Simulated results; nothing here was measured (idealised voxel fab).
Herein follows the process module entitled voxel released beams.
Displayed cross-section: cut, width of 185 nm, square cells sized 5 nm.
Notation: cross-section as square-cell grid; stated in bands, top first, going down; one or more cell rows per band. A band entry consists of two parts. The first gives the height of the band's top and the height of its bottom, in nm. The rest lists the band's materials from left to right, each with its width in nm. A single material labelled with the word "throughout" fills the band from edge to edge, and the word "empty" marks empty space. All heights in this document are referenced to 0, defined as the level beneath which the wafer, as received, consists entirely of one material. The lowest band is not bounded below; it extends indefinitely downward and is written in the form "0 and below". A width such as "30 to 40" changes by the same amount from each row of cells to the next, from the band's top row to its bottom row. "everything unchanged" for a step: no cell of the cross-section changed in that step. Each empty space that has no open way to the top and spans at least 8 cells appears under "Sealed internal cavities" as width x height at distance, the distance counted from the left edge, all in nm. Text after the settings on a step's line: the simulator's own remark on that step. When a step includes a mask, the "overlay nm" setting on its line states how far to the right of its planned place that mask lay, and negative values state how far to the left.
The steps planned for the process are as follows:
1. RECEIVE,material Si
2. CONFORMAL_DEP,material SiN,thk nm 5
3. DIRECTIONAL_DEP,material SiO2,thk nm 10
4. DIRECTIONAL_DEP,material aC,thk nm 10
5. PATTERN,tone open,mask id ANCHOR,material resist,width nm 30,thk nm 30,overlay nm 0
6. DIRECTIONAL_ETCH,etch materials aC,depth nm 10
7. STRIP,etch materials resist
8. DIRECTIONAL_ETCH,etch materials SiO2,depth nm 10
9. STRIP,etch materials aC
10. CONFORMAL_DEP,material polySi,thk nm 10
11. DIRECTIONAL_DEP,material aC,thk nm 15
12. PATTERN,tone cover,mask id BEAM,material resist,width nm 80,thk nm 35,overlay nm 0
13. DIRECTIONAL_ETCH,etch materials aC,depth nm 15
14. STRIP,etch materials resist
15. DIRECTIONAL_ETCH,etch materials polySi,depth nm 10
16. STRIP,etch materials aC
17. STRIP,etch materials SiO2
Incoming wafer, cross-sectional view, post step 1:
0 and below = Si throughout
Sealed internal cavities: none
The following cross-section depicts the wafer upon conclusion of the module. Processing commenced from the starting condition illustrated above and adhered to the plan illustrated above, save for one mistake in execution:
20 down to 10 = 50 empty, then 15 polySi, then 10 empty, then 55 polySi, then 55 empty
10 down to 0 = 55 empty, then 30 polySi, then 100 empty
0 and below = Si throughout
Sealed internal cavities: none
The mistake made against the process plan was this: skipped: plan step 2 (never run)
